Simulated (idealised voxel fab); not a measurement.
Module name: voxel transistor to metal (process module)
cross-section cut | 140 nm wide | cells 5 nm
Cross-section spec: square-cell grid; bands listed top down; each band is one or more rows.
Heads up on the band format: heights come first, top then bottom, in nm. After that it's the materials left to right, each with its width in nm. A single material flagged "edge to edge" fills the whole band edge to edge, and "empty" means there's empty space there.
It should be noted that heights are counted from 0, beneath which the wafer as supplied is of one material throughout, and that the lowest band possesses no lower boundary but continues downward, as written in "z 0 and below".
Per-row width for "30..40": begins at first number (top row of band), ends at second number (bottom row), increment between rows held constant.
For the purposes of this document, the phrase "remained unchanged" attached to a step denotes that no cell within the cross-section was modified by that step.
What "Closed void catalog" gives you is every empty space of 8 cells or more that is cut off from the top. Each appears as width x height at distance, with the distance taken from the left edge and width, height and distance all in nm.
Heads up: the bit after the settings on a step's line is the simulator's remark on that step.
The "overlay nm" setting may appear on a step's line; for a step that uses a mask, it gives how far to the right of its planned position the mask lay, and a negative value indicates the left.
## This section lists the process steps that were planned
| 1 | RECEIVE,material Si |
| 2 | OXIDIZE,depth nm 5 |
| 3 | CONFORMAL_DEP,material SiN,thk nm 15 |
| 4 | MASKED_ETCH,tone cover,mask id ACTIVE,width nm 110,etch materials SiN,depth nm 15,overlay nm 0 |
| 5 | MASKED_ETCH,tone cover,mask id ACTIVE,width nm 110,etch materials SiO2,depth nm 5,overlay nm 0 |
| 6 | MASKED_ETCH,tone cover,mask id ACTIVE,width nm 110,etch materials Si,depth nm 35,overlay nm 0 |
| 7 | FILL_DEP,material SiO2,thk nm 5 |
| 8 | CMP,height nm 15 |
| 9 | SELECTIVE_ETCH,etch materials SiO2,depth nm 10 |
| 10 | STRIP,etch materials SiN |
| 11 | SELECTIVE_ETCH,etch materials SiO2,depth nm 5 |
| 12 | OXIDIZE,depth nm 5 |
| 13 | DIRECTIONAL_DEP,material polySi,thk nm 30 |
| 14 | DIRECTIONAL_DEP,material SiCN,thk nm 15 |
| 15 | DIRECTIONAL_DEP,material aC,thk nm 10 |
| 16 | PATTERN,tone cover,mask id GATE,material resist,width nm 20,thk nm 25,overlay nm 0 |
| 17 | DIRECTIONAL_ETCH,etch materials aC,depth nm 10 |
| 18 | STRIP,etch materials resist |
| 19 | DIRECTIONAL_ETCH,etch materials SiCN,depth nm 25 |
| 20 | DIRECTIONAL_ETCH,etch materials polySi,depth nm 40 |
| 21 | STRIP,etch materials aC |
| 22 | CONFORMAL_DEP,material SiO2,thk nm 5 |
| 23 | DIRECTIONAL_ETCH,etch materials SiO2,depth nm 5 |
| 24 | CONFORMAL_DEP,material SiN,thk nm 5 |
| 25 | DIRECTIONAL_ETCH,etch materials SiN,depth nm 5 |
| 26 | DIRECTIONAL_ETCH,etch materials SiO2,depth nm 5 |
| 27 | DIRECTIONAL_ETCH,etch materials Si,depth nm 10 |
| 28 | EPI,material SiGe,thk nm 15 |
| 29 | FILL_DEP,material SiO2,thk nm 5 |
| 30 | CMP,height nm 40 |
| 31 | DIRECTIONAL_DEP,material SiO2,thk nm 15 |
| 32 | DIRECTIONAL_DEP,material aC,thk nm 15 |
| 33 | PATTERN,tone open,mask id CONTACT,material resist,width nm 20,pitch nm 80,thk nm 30,overlay nm 0 |
| 34 | DIRECTIONAL_ETCH,etch materials aC,depth nm 15 |
| 35 | STRIP,etch materials resist |
| 36 | DIRECTIONAL_ETCH,etch materials SiO2,depth nm 50 |
| 37 | STRIP,etch materials aC |
| 38 | CONFORMAL_DEP,material TiN,thk nm 5 |
| 39 | FILL_DEP,material Ru,thk nm 10 |
| 40 | CMP,height nm 55 |
| 41 | CONFORMAL_DEP,material SiCN,thk nm 5 |
| 42 | DIRECTIONAL_DEP,material SiO2,thk nm 15 |
| 43 | DIRECTIONAL_DEP,material aC,thk nm 15 |
| 44 | PATTERN,tone open,mask id METAL_1,material resist,width nm 20,pitch nm 80,thk nm 35,overlay nm 0 |
| 45 | DIRECTIONAL_ETCH,etch materials aC,depth nm 15 |
| 46 | STRIP,etch materials resist |
| 47 | DIRECTIONAL_ETCH,etch materials SiO2,depth nm 15 |
| 48 | DIRECTIONAL_ETCH,etch materials SiCN,depth nm 5 |
| 49 | STRIP,etch materials aC |
| 50 | CONFORMAL_DEP,material TiN,thk nm 5 |
| 51 | FILL_DEP,material W,thk nm 10 |
| 52 | CMP,height nm 75 |
| 53 | CONFORMAL_DEP,material SiCN,thk nm 5 |
## Incoming wafer in cross-section (state: after step 1)
  z 0 and below: Si edge to edge
  Closed void catalog: none
## First of two wafers, end-of-module section, run followed plan
  z 80 to 75: SiCN edge to edge
  z 75 to 60: SiO2 20; TiN 5; W 10; TiN 5; SiO2 60; TiN 5; W 10; TiN 5; SiO2 20
  z 60 to 55: SiCN 20; TiN 20; SiCN 60; TiN 20; SiCN 20
  z 55 to 40: SiO2 20; TiN 5; Ru 10; TiN 5; SiO2 60; TiN 5; Ru 10; TiN 5; SiO2 20
  z 40 to 25: SiO2 20; TiN 5; Ru 10; TiN 5; SiO2 10; SiN 5; SiO2 5; SiCN 20; SiO2 5; SiN 5; SiO2 10; TiN 5; Ru 10; TiN 5; SiO2 20
  z 25 to 10: SiO2 20; TiN 5; Ru 10; TiN 5; SiO2 10; SiN 5; SiO2 5; polySi 20; SiO2 5; SiN 5; SiO2 10; TiN 5; Ru 10; TiN 5; SiO2 20
  z 10 to 5: SiO2 20; TiN 20; SiO2 10; SiN 5; SiO2 5; polySi 20; SiO2 5; SiN 5; SiO2 10; TiN 20; SiO2 20
  z 5 to 0: SiO2 15; SiGe 35; SiN 5; SiO2 5; polySi 20; SiO2 5; SiN 5; SiGe 35; SiO2 15
  z 0 to -5: SiO2 15; SiN 5; SiGe 30; SiN 5; SiO2 5; polySi 20; SiO2 5; SiN 5; SiGe 30; SiN 5; SiO2 15
  z -5 to -10: SiO2 20; SiGe 30; SiO2 40; SiGe 30; SiO2 20
  z -10 to -20: SiO2 15; Si 5; SiGe 30; Si 40; SiGe 30; Si 5; SiO2 15
  z -20 to -40: SiO2 15; Si 110; SiO2 15
  z -40 and below: Si edge to edge
  Closed void catalog: none
## Wafer two (of two), end-of-module cross-section: start = wafer one, plan = wafer one, one run mistake
  z 80 to 75: SiCN edge to edge
  z 75 to 60: SiO2 20; TiN 5; W 10; TiN 5; SiO2 60; TiN 5; W 10; TiN 5; SiO2 20
  z 60 to 55: SiCN 20; TiN 20; SiCN 60; TiN 20; SiCN 20
  z 55 to 40: SiO2 20; TiN 5; SiCN 10; TiN 5; SiO2 60; TiN 5; SiCN 10; TiN 5; SiO2 20
  z 40 to 25: SiO2 20; TiN 5; SiCN 10; TiN 5; SiO2 10; SiN 5; SiO2 5; SiCN 20; SiO2 5; SiN 5; SiO2 10; TiN 5; SiCN 10; TiN 5; SiO2 20
  z 25 to 10: SiO2 20; TiN 5; SiCN 10; TiN 5; SiO2 10; SiN 5; SiO2 5; polySi 20; SiO2 5; SiN 5; SiO2 10; TiN 5; SiCN 10; TiN 5; SiO2 20
  z 10 to 5: SiO2 20; TiN 20; SiO2 10; SiN 5; SiO2 5; polySi 20; SiO2 5; SiN 5; SiO2 10; TiN 20; SiO2 20
  z 5 to 0: SiO2 15; SiGe 35; SiN 5; SiO2 5; polySi 20; SiO2 5; SiN 5; SiGe 35; SiO2 15
  z 0 to -5: SiO2 15; SiN 5; SiGe 30; SiN 5; SiO2 5; polySi 20; SiO2 5; SiN 5; SiGe 30; SiN 5; SiO2 15
  z -5 to -10: SiO2 20; SiGe 30; SiO2 40; SiGe 30; SiO2 20
  z -10 to -20: SiO2 15; Si 5; SiGe 30; Si 40; SiGe 30; Si 5; SiO2 15
  z -20 to -40: SiO2 15; Si 110; SiO2 15
  z -40 and below: Si edge to edge
  Closed void catalog: none
Against the plan, the run slipped here: step 39 ran differently from the plan; actual operation with settings: FILL_DEP,material SiCN,thk nm 10
In the final state, the cell counts of the second wafer exceed or fall short of those of the first for the following materials: 36 fewer of Ru, 36 more of SiCN
